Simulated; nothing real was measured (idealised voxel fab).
Presented below is a process module, voxel quadruple lines.
Cross-section cut: width 285 nm, square cells of 5 nm.
A cross-section is written here as square cells arranged in a grid, and it is given in bands from the top down, each band taking up one or more rows of cells.
Read a band's entry like this: the first values are the height of its top and the height of its bottom in nm, and what follows is the sequence of materials from left to right, each with its width in nm. Note that "blank" is empty space, and that a single material marked "throughout" reaches across the band from edge to edge.
It should be noted that heights are counted from 0, beneath which the wafer as supplied is of one material throughout, and that the lowest band possesses no lower boundary but continues downward, as written in "0..down".
Note: "30 to 40" means the width goes from the first number (top row of the band) to the second number (bottom row) in equal steps per row of cells.
No cell of the cross-section changed in a step that is given as "left unchanged".
The entry "Unvented cavities" lists the empty spaces that cover at least 8 cells and have no open path to the top. Each is written as width x height at distance, where the distance is measured from the left edge and all three values are in nm.
Read whatever lies past the settings on a step's line as the simulator's own remark about the step.
overlay nm: how far to the right of its planned place the mask lay on this masked step (negative: to the left).
Planned process steps
1. op RECEIVE | material Si
2. op CONFORMAL_DEP | material Al2O3 | thk nm 10
3. op DIRECTIONAL_DEP | material W | thk nm 10
4. op DIRECTIONAL_DEP | material polySi | thk nm 20
5. op DIRECTIONAL_DEP | material aC | thk nm 25
6. op PATTERN | tone cover | mask id MANDREL | material resist | width nm 30 | pitch nm 80 | thk nm 35 | overlay nm 0
7. op DIRECTIONAL_ETCH | etch materials aC | depth nm 25
8. op STRIP | etch materials resist
9. op CONFORMAL_DEP | material SiO2 | thk nm 10
10. op DIRECTIONAL_ETCH | etch materials SiO2 | depth nm 10
11. op STRIP | etch materials aC
12. op DIRECTIONAL_ETCH | etch materials polySi | depth nm 20
13. op STRIP | etch materials SiO2
14. op CONFORMAL_DEP | material SiCN | thk nm 10
15. op DIRECTIONAL_ETCH | etch materials SiCN | depth nm 10
16. op STRIP | etch materials polySi
17. op DIRECTIONAL_ETCH | etch materials W | depth nm 10
18. op STRIP | etch materials SiCN
as received, after step 1
    0..down  Si throughout
    Unvented cavities: none
first wafer at the end, as planned
    20..10  65 nm blank | 10 nm W | 10 nm blank | 10 nm W | 10 nm blank | 10 nm W | 10 nm blank | 10 nm W | 10 nm blank | 10 nm W | 10 nm blank | 10 nm W | 10 nm blank | 10 nm W | 10 nm blank | 10 nm W | 70 nm blank
    10..0  Al2O3 throughout
    0..down  Si throughout
    Unvented cavities: none
What the second wafer looks like in cross-section once the module is done. Its start and its plan matched the first wafer's exactly; what differed was one mistake in how it was run
    30..10  polySi throughout
    10..0  Al2O3 throughout
    0..down  Si throughout
    Unvented cavities: none
Short version of what went wrong: the run placed steps 3 and 4 each in the position the plan gave to the other
Looking at both finished wafers in cells, the second ends up ahead of or behind the first on some materials: W -32 | polySi +228
